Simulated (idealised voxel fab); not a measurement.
process module | voxel gate over fins
cross-section cut | 295 nm wide | cells 5 nm
A cross-section is a grid of square cells, given in bands from the top down. A band is one or more rows of cells.
Each band's line starts with the height of the band's top and of its bottom, in nm. Then come its materials from left to right, each with its width in nm. One material with "throughout" fills the band from edge to edge. "air" is empty space.
Height 0 is the level under which the wafer as received is all one material. The lowest band goes on downwards, as in "0 down".
A width such as "30 to 40" changes by the same amount from each row of cells to the next, from the band's top row to its bottom row.
"no change" after a step means that no cell of the cross-section changed.
closed voids: empty space of 8 cells or more with no open way to the top, each as width x height at its distance from the left edge, in nm
after a step's settings: what the simulator itself notes on the step
overlay nm, on a step with a mask: how far to the right of its planned place the mask lay; to the left if negative
plan
1 op RECEIVE | material Si
2 op CONFORMAL_DEP | material SiN | thk nm 10
3 op MASKED_ETCH | tone cover | mask id FINS | width nm 15 | pitch nm 55 | etch materials SiN | depth nm 10 | overlay nm 0
4 op MASKED_ETCH | tone cover | mask id FINS | width nm 15 | pitch nm 55 | etch materials Si | depth nm 30 | overlay nm 0
5 op OXIDIZE | depth nm 5
6 op FILL_DEP | material SiO2 | thk nm 5
7 op CMP | height nm 10
8 op MASKED_ETCH | tone open | mask id RAIL | width nm 15 | etch materials SiO2 | depth nm 35 | overlay nm 0
9 op CONFORMAL_DEP | material TiN | thk nm 5
10 op FILL_DEP | material W | thk nm 10
11 op CMP | height nm 10
12 op SELECTIVE_ETCH | etch materials W Ru TiN | depth nm 30
13 op FILL_DEP | material SiO2 | thk nm 5
14 op CMP | height nm 10
15 op SELECTIVE_ETCH | etch materials SiO2 | depth nm 25
16 op STRIP | etch materials SiN
17 op CONFORMAL_DEP | material HfO2 | thk nm 5
18 op CONFORMAL_DEP | material TiN | thk nm 5
19 op FILL_DEP | material W | thk nm 10
20 op CMP | height nm 15
21 op CONFORMAL_DEP | material SiN | thk nm 5
as received, after step 1
  0 down: Si throughout
  closed voids: none
a wafer at the end: this start, this plan, one mistake
  20 to 15: SiN throughout
  15 to 5: W 95 | TiN 45 | W 10 | TiN 45 | W 100
  5 to 0: TiN 110 | HfO2 15 | TiN 40 | HfO2 15 | TiN 115
  0 to -10: TiN 110 | HfO2 5 | Si 5 | HfO2 5 | TiN 40 | HfO2 5 | Si 5 | HfO2 5 | TiN 115
  -10 to -15: HfO2 115 | Si 5 | HfO2 50 | Si 5 | HfO2 120
  -15 to -20: SiO2 115 | Si 5 | SiO2 50 | Si 5 | SiO2 120
  -20 to -25: SiO2 115 | Si 5 | SiO2 15 | TiN 15 | SiO2 20 | Si 5 | SiO2 120
  -25 to -35: SiO2 115 | Si 5 | SiO2 50 | Si 5 | SiO2 120
  -35 down: Si throughout
  closed voids: none
what went wrong: step 18 ran as: op CONFORMAL_DEP | material TiN | thk nm 15
